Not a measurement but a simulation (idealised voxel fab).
voxel trench capacitor: a process module
Shown is cross-section cut, with a width of 225 nm and square cells of size 5 nm.
If you're reading a cross-section in this doc, picture square cells in a grid; it comes to you as bands, top ones listed first down to the bottom, and a band can be one or more rows of cells.
The band entry comprises the height of the band's top followed by the height of its bottom, expressed in nm, and subsequently the band's materials from left to right, each stated together with its width in nm. Where a single material is marked with the word "throughout", that material fills the band from edge to edge. The word "air" represents empty space.
All heights in this document are referenced to 0, defined as the level beneath which the wafer, as received, consists entirely of one material. The lowest band is not bounded below; it extends indefinitely downward and is written in the form "0..down".
The width entry "30..40" should be interpreted row by row: the top row of cells in the band takes the first number, the bottom row takes the second number, and the change between adjacent rows is uniform throughout.
Take "no change" at face value: in the step it is given for, the cross-section changed in none of its cells.
The entry titled "Trapped void list" provides the empty spaces that have no open way to the top, restricted to those of 8 cells or more. Each is presented as width x height at distance, the distance being measured from the left edge, with all three in nm.
That trailing text on a step's line, after the settings, is the simulator's own remark on the step.
overlay nm: right-of-plan distance of the mask on a masked step; negative values mean left-of-plan.
-- plan
- 1: op RECEIVE | material Si
- 2: op CONFORMAL_DEP | material SiN | thk nm 5
- 3: op PATTERN | tone open | mask id TRENCH | material resist | width nm 30 | pitch nm 55 | thk nm 20 | overlay nm 0
- 4: op DIRECTIONAL_ETCH | etch materials SiN | depth nm 5
- 5: op DIRECTIONAL_ETCH | etch materials Si | depth nm 35
- 6: op STRIP | etch materials resist
- 7: op CONFORMAL_DEP | material Al2O3 | thk nm 5
- 8: op CONFORMAL_DEP | material TiN | thk nm 5
- 9: op FILL_DEP | material W | thk nm 5
- 10: op CMP | height nm 5
-- This is the cross-section of the wafer as we received it, i.e. after step 1
	0..down | Si throughout
	Trapped void list: none
-- First wafer of two, sectioned at end of module; run went per plan
	5..0 | SiN=40 | Al2O3=5 | TiN=5 | W=10 | TiN=5 | Al2O3=5 | SiN=25 | Al2O3=5 | TiN=5 | W=10 | TiN=5 | Al2O3=5 | SiN=25 | Al2O3=5 | TiN=5 | W=10 | TiN=5 | Al2O3=5 | SiN=45
	0..-25 | Si=40 | Al2O3=5 | TiN=5 | W=10 | TiN=5 | Al2O3=5 | Si=25 | Al2O3=5 | TiN=5 | W=10 | TiN=5 | Al2O3=5 | Si=25 | Al2O3=5 | TiN=5 | W=10 | TiN=5 | Al2O3=5 | Si=45
	-25..-30 | Si=40 | Al2O3=5 | TiN=20 | Al2O3=5 | Si=25 | Al2O3=5 | TiN=20 | Al2O3=5 | Si=25 | Al2O3=5 | TiN=20 | Al2O3=5 | Si=45
	-30..-35 | Si=40 | Al2O3=30 | Si=25 | Al2O3=30 | Si=25 | Al2O3=30 | Si=45
	-35..down | Si throughout
	Trapped void list: none
-- Cross-sectional view: second of two wafers, end of module; start and plan identical to the first, one mistake in running
	5..0 | Al2O3 throughout
	0..down | Si throughout
	Trapped void list: none
Here's what went sideways: step 2 was processed under conditions differing from the plan, specifically as op CONFORMAL_DEP | material Al2O3 | thk nm 5
The closing comparison, in cells, has the second wafer with more or fewer of some materials than the first: -15 Al2O3, +126 Si, -27 SiN, -48 TiN, -36 W
